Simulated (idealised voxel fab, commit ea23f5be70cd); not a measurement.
process module | voxel ribs on slabs
cross-section cut | 300 nm wide | cells 5 nm
A cross-section is a grid of square cells, given in bands from the top down. A band is one or more rows of cells.
Each band's line starts with the height of the band's top and of its bottom, in nm. Then come its materials from left to right, each with its width in nm. One material with "throughout" fills the band from edge to edge. "air" is empty space.
Height 0 is the level under which the wafer as received is all one material. The lowest band goes on downwards, as in "0 down".
A width such as "30 to 40" changes by the same amount from each row of cells to the next, from the band's top row to its bottom row.
"no change" after a step means that no cell of the cross-section changed.
closed voids: empty space of 8 cells or more with no open way to the top, each as width x height at its distance from the left edge, in nm
after a step's settings: what the simulator itself notes on the step
overlay nm, on a step with a mask: how far to the right of its planned place the mask lay; to the left if negative
plan
1 op RECEIVE | material Si
2 op DIRECTIONAL_DEP | material SiO2 | thk nm 30
3 op DIRECTIONAL_DEP | material SiN | thk nm 25
4 op MASKED_ETCH | tone cover | mask id RIB | width nm 20 | etch materials SiN | depth nm 20 | overlay nm 0
5 op MASKED_ETCH | tone cover | mask id SLAB | width nm 60 | etch materials SiN | depth nm 5 | overlay nm 0
6 op FILL_DEP | material SiO2 | thk nm 25
7 op CMP | height nm 75
8 op DIRECTIONAL_DEP | material W | thk nm 5
9 op MASKED_ETCH | tone cover | mask id HEATER | width nm 30 | etch materials W | depth nm 5 | overlay nm 0
10 op CONFORMAL_DEP | material SiO2 | thk nm 5
as received, after step 1
  0 down: Si throughout
  closed voids: none
a wafer at the end: this start, this plan, one mistake
  85 to 80: air 130 | SiO2 40 | air 130
  80 to 75: SiO2 135 | W 30 | SiO2 135
  75 to 55: SiO2 throughout
  55 to 35: SiO2 140 | SiN 20 | SiO2 140
  35 to 30: SiO2 115 | SiN 60 | SiO2 125
  30 to 0: SiO2 throughout
  0 down: Si throughout
  closed voids: none
what went wrong: step 5 ran as: op MASKED_ETCH | tone cover | mask id SLAB | width nm 60 | etch materials SiN | depth nm 5 | overlay nm -5
